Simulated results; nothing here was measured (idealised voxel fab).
process module | voxel wiring stack
cross-section cut | 275 nm wide | cells 5 nm
A cross-section is a grid of square cells, given in bands from the top down. A band is one or more rows of cells.
Each band's line starts with the height of the band's top and of its bottom, in nm. Then come its materials from left to right, each with its width in nm. One material with "throughout" fills the band from edge to edge. "air" is empty space.
Height 0 is the level under which the wafer as received is all one material. The lowest band goes on downwards, as in "0 down".
A width such as "30 to 40" changes by the same amount from each row of cells to the next, from the band's top row to its bottom row.
"no change" after a step means that no cell of the cross-section changed.
closed voids: empty space of 8 cells or more with no open way to the top, each as width x height at its distance from the left edge, in nm
after a step's settings: what the simulator itself notes on the step
overlay nm, on a step with a mask: how far to the right of its planned place the mask lay; to the left if negative
plan
1 op RECEIVE | material Si
2 op CONFORMAL_DEP | material SiO2 | thk nm 15
3 op DIRECTIONAL_DEP | material TiN | thk nm 5
4 op DIRECTIONAL_DEP | material Ru | thk nm 25
5 op DIRECTIONAL_DEP | material aC | thk nm 15
6 op PATTERN | tone cover | mask id METAL_1 | material resist | width nm 20 | pitch nm 40 | thk nm 30 | overlay nm 0
7 op DIRECTIONAL_ETCH | etch materials aC | depth nm 15
8 op STRIP | etch materials resist
9 op DIRECTIONAL_ETCH | etch materials Ru | depth nm 25
10 op DIRECTIONAL_ETCH | etch materials TiN | depth nm 5
11 op STRIP | etch materials aC
12 op FILL_DEP | material SiO2 | thk nm 5
13 op CMP | height nm 45
14 op CONFORMAL_DEP | material SiCN | thk nm 5
15 op DIRECTIONAL_DEP | material lowk | thk nm 30
16 op PATTERN | tone open | mask id METAL_2_HOLES | material resist | width nm 15 | pitch nm 80 | thk nm 15 | overlay nm -15
17 op DIRECTIONAL_ETCH | etch materials lowk | depth nm 30
18 op STRIP | etch materials resist
19 op PATTERN | tone open | mask id METAL_2 | material resist | width nm 20 | pitch nm 40 | thk nm 15 | overlay nm 0
20 op DIRECTIONAL_ETCH | etch materials lowk | depth nm 20
21 op DIRECTIONAL_ETCH | etch materials SiCN | depth nm 5
22 op STRIP | etch materials resist
23 op CONFORMAL_DEP | material TiN | thk nm 5
24 op FILL_DEP | material Ru | thk nm 5
25 op CMP | height nm 80
26 op CONFORMAL_DEP | material SiCN | thk nm 5
27 op DIRECTIONAL_DEP | material SiO2 | thk nm 35
28 op DIRECTIONAL_DEP | material aC | thk nm 10
29 op PATTERN | tone open | mask id METAL_3 | material resist | width nm 20 | pitch nm 40 | thk nm 30 | overlay nm 0
30 op DIRECTIONAL_ETCH | etch materials aC | depth nm 10
31 op STRIP | etch materials resist
32 op DIRECTIONAL_ETCH | etch materials SiO2 | depth nm 20
33 op STRIP | etch materials aC
34 op MASKED_ETCH | tone open | mask id METAL_3_HOLES | width nm 15 | pitch nm 80 | etch materials SiO2 | depth nm 15 | overlay nm 0
35 op MASKED_ETCH | tone open | mask id METAL_3_HOLES | width nm 15 | pitch nm 80 | etch materials SiCN | depth nm 5 | overlay nm 0
36 op CONFORMAL_DEP | material TiN | thk nm 5
37 op FILL_DEP | material Cu | thk nm 10
38 op CMP | height nm 120
39 op CONFORMAL_DEP | material SiN | thk nm 5
varied across the wafers: overlay nm of step 16. The plan shows the first wafer's value. All wafers start alike
first wafer as received, after step 1
  0 down: Si throughout
  closed voids: none
each wafer at the end: cells of each material gained (+) or lost (-) since it was received, then its closed voids
overlay nm -15 | +32 Cu | +126 Ru | +104 SiCN | +55 SiN | +702 SiO2 | +126 TiN | +230 lowk | closed voids: none
overlay nm -10 | +32 Cu | +120 Ru | +102 SiCN | +55 SiN | +702 SiO2 | +126 TiN | +238 lowk | closed voids: none
overlay nm -5 | +32 Cu | +114 Ru | +100 SiCN | +55 SiN | +702 SiO2 | +126 TiN | +246 lowk | closed voids: none
overlay nm 0 | +32 Cu | +110 Ru | +98 SiCN | +55 SiN | +702 SiO2 | +124 TiN | +254 lowk | closed voids: none
overlay nm 5 | +32 Cu | +110 Ru | +98 SiCN | +55 SiN | +702 SiO2 | +124 TiN | +254 lowk | closed voids: none
overlay nm 10 | +32 Cu | +114 Ru | +100 SiCN | +55 SiN | +702 SiO2 | +126 TiN | +246 lowk | closed voids: none
overlay nm 15 | +32 Cu | +120 Ru | +102 SiCN | +55 SiN | +702 SiO2 | +126 TiN | +238 lowk | closed voids: none
